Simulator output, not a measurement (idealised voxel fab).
Documented hereafter: the process module known as voxel gate over fins.
cross-section cut | 230 nm wide | cells 5 nm
A cross-section is written here as square cells arranged in a grid, and it is given in bands from the top down, each band taking up one or more rows of cells.
Top height, bottom height, nm. Materials left to right, width each, nm. Single material + "everywhere" = fills band edge to edge. "empty" = empty.
A quick word on heights: they are counted from 0, and under that level the wafer as it came to us is one material throughout. The lowest band is different from the rest in having no bottom; it simply continues downward, written as in "0 and below".
So if you see something like "30->40" for the width, read it as the top row of the band sitting at the first number and the bottom row at the second, with every row in between moving by the same amount as the last.
No cell of the cross-section changed in a step that is given as "no alteration".
"Closed void entries": sealed empty spaces, 8 cells or more, no open way to top, listed width x height at distance, with distance from the left edge and width, height and distance in nm.
Read whatever lies past the settings on a step's line as the simulator's own remark about the step.
"overlay nm", when on a step's line for a step with a mask, measures how far to the right of its planned place the mask lay; a negative measure means to the left.
[The steps planned for the process are as follows]
step 1: RECEIVE with material Si
step 2: CONFORMAL_DEP with material SiN, thk nm 10
step 3: MASKED_ETCH with tone cover, mask id FINS, width nm 15, pitch nm 40, etch materials SiN, depth nm 10, overlay nm 0
step 4: MASKED_ETCH with tone cover, mask id FINS, width nm 15, pitch nm 40, etch materials Si, depth nm 30, overlay nm 0
step 5: OXIDIZE with depth nm 5
step 6: FILL_DEP with material SiO2, thk nm 5
step 7: CMP with height nm 10
step 8: SELECTIVE_ETCH with etch materials SiO2, depth nm 25
step 9: STRIP with etch materials SiN
step 10: CONFORMAL_DEP with material HfO2, thk nm 5
step 11: CONFORMAL_DEP with material TiN, thk nm 5
step 12: FILL_DEP with material W, thk nm 10
step 13: CMP with height nm 15
step 14: CONFORMAL_DEP with material SiCN, thk nm 10
[Cross-section, incoming material, after step 1]
- 0 and below = Si everywhere
- Closed void entries: none
[Here's the cross-section of the first of our two wafers at the end of the module - it ran as planned]
- 25 down to 15 = SiCN everywhere
- 15 down to 10 = W everywhere
- 10 down to 5 = 80 of W; 25 of TiN; 15 of W; 25 of TiN; 85 of W
- 5 down to 0 = 80 of W; 5 of TiN; 15 of HfO2; 5 of TiN; 15 of W; 5 of TiN; 15 of HfO2; 5 of TiN; 85 of W
- 0 down to -5 = 80 of W; 5 of TiN; 5 of HfO2; 5 of Si; 5 of HfO2; 5 of TiN; 15 of W; 5 of TiN; 5 of HfO2; 5 of Si; 5 of HfO2; 5 of TiN; 85 of W
- -5 down to -10 = 85 of TiN; 5 of HfO2; 5 of Si; 5 of HfO2; 25 of TiN; 5 of HfO2; 5 of Si; 5 of HfO2; 90 of TiN
- -10 down to -15 = 90 of HfO2; 5 of Si; 35 of HfO2; 5 of Si; 95 of HfO2
- -15 down to -35 = 90 of SiO2; 5 of Si; 35 of SiO2; 5 of Si; 95 of SiO2
- -35 and below = Si everywhere
- Closed void entries: none
[Here is the second of the two wafers cut open at the end of the module - same start, same plan as the first one, but we made one mistake running it]
- 25 down to 15 = SiCN everywhere
- 15 down to 10 = W everywhere
- 10 down to 5 = 90 of TiN; 5 of W; 35 of TiN; 5 of W; 95 of TiN
- 5 down to 0 = 85 of HfO2; 15 of TiN; 25 of HfO2; 15 of TiN; 90 of HfO2
- 0 down to -5 = 80 of Si; 25 of HfO2; 15 of Si; 25 of HfO2; 85 of Si
- -5 and below = Si everywhere
- Closed void entries: none
What was the processing mistake? step 3 went in with a setting other than planned; the actual run was MASKED_ETCH with tone open, mask id FINS, width nm 15, pitch nm 40, etch materials SiN, depth nm 10, overlay nm 0
Wafer comparison, final, in cells, second relative to first, materials more or fewer: HfO2: 8 fewer; Si: 298 more; SiO2: 176 fewer; TiN: 8 fewer; W: 106 fewer
